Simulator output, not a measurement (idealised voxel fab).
The process module presented herein is designated voxel released beams.
Cross-section cut: width 275 nm, square cells of 5 nm.
Cross-section layout: square cells on a grid; listed as bands, top to bottom; a band spans one or more cell rows. A band entry consists of two parts. The first gives the height of the band's top and the height of its bottom, in nm. The rest lists the band's materials from left to right, each with its width in nm. A single material labelled with the word "all across" fills the band from edge to edge, and the word "empty" marks empty space. Height is counted from the level 0, under which the received wafer is composed throughout of one material. The lowest of the bands is not closed at the bottom but continues downward, in the notation "0 and below". The two numbers in a width such as "30..40" mark its ends across the band: the first belongs to the top row of cells, the second to the bottom row, and from each row to the next the width moves by the same amount. "identical to before" after a step means that no cell of the cross-section changed. Any empty space of 8 cells or more lacking an open way to the top shows up in "Sealed-off cavities" as width x height at distance, distance from the left edge, in nm. Heads up: the bit after the settings on a step's line is the simulator's remark on that step. overlay nm: mask offset rightward from planned place, masked step; negative means leftward offset.

# Process steps - plan
1) RECEIVE (material Si)
2) CONFORMAL_DEP (material SiN; thk nm 10)
3) DIRECTIONAL_DEP (material SiO2; thk nm 20)
4) DIRECTIONAL_DEP (material aC; thk nm 15)
5) PATTERN (tone open; mask id ANCHOR; material resist; width nm 30; thk nm 35; overlay nm 0)
6) DIRECTIONAL_ETCH (etch materials aC; depth nm 15)
7) STRIP (etch materials resist)
8) DIRECTIONAL_ETCH (etch materials SiO2; depth nm 20)
9) STRIP (etch materials aC)
10) CONFORMAL_DEP (material TiN; thk nm 10)
11) PATTERN (tone cover; mask id BEAM; material resist; width nm 75; thk nm 15; overlay nm 0)
12) DIRECTIONAL_ETCH (etch materials TiN; depth nm 10)
13) STRIP (etch materials resist)
14) STRIP (etch materials SiO2)

# Cross-sectional view of the wafer in its as-received condition, corresponding to the state after step 1
0 and below: Si all across
Sealed-off cavities: none

# Starting structure and process plan are as shown above, but one mistake was made in running the module; the wafer cross-section at the end of the module follows
40 down to 35: empty 95  TiN 15  empty 10  TiN 50  empty 105
35 down to 30: TiN 110  empty 10  TiN 155
30 down to 20: SiO2 100  TiN 10  empty 10  TiN 10  SiO2 145
20 down to 10: SiO2 100  TiN 30  SiO2 145
10 down to 0: SiN all across
0 and below: Si all across
Sealed-off cavities: none
Deviation noted in wafer processing: note that step 12 departed from the planned setting and was carried out as DIRECTIONAL_ETCH (etch materials TiN; depth nm 5)
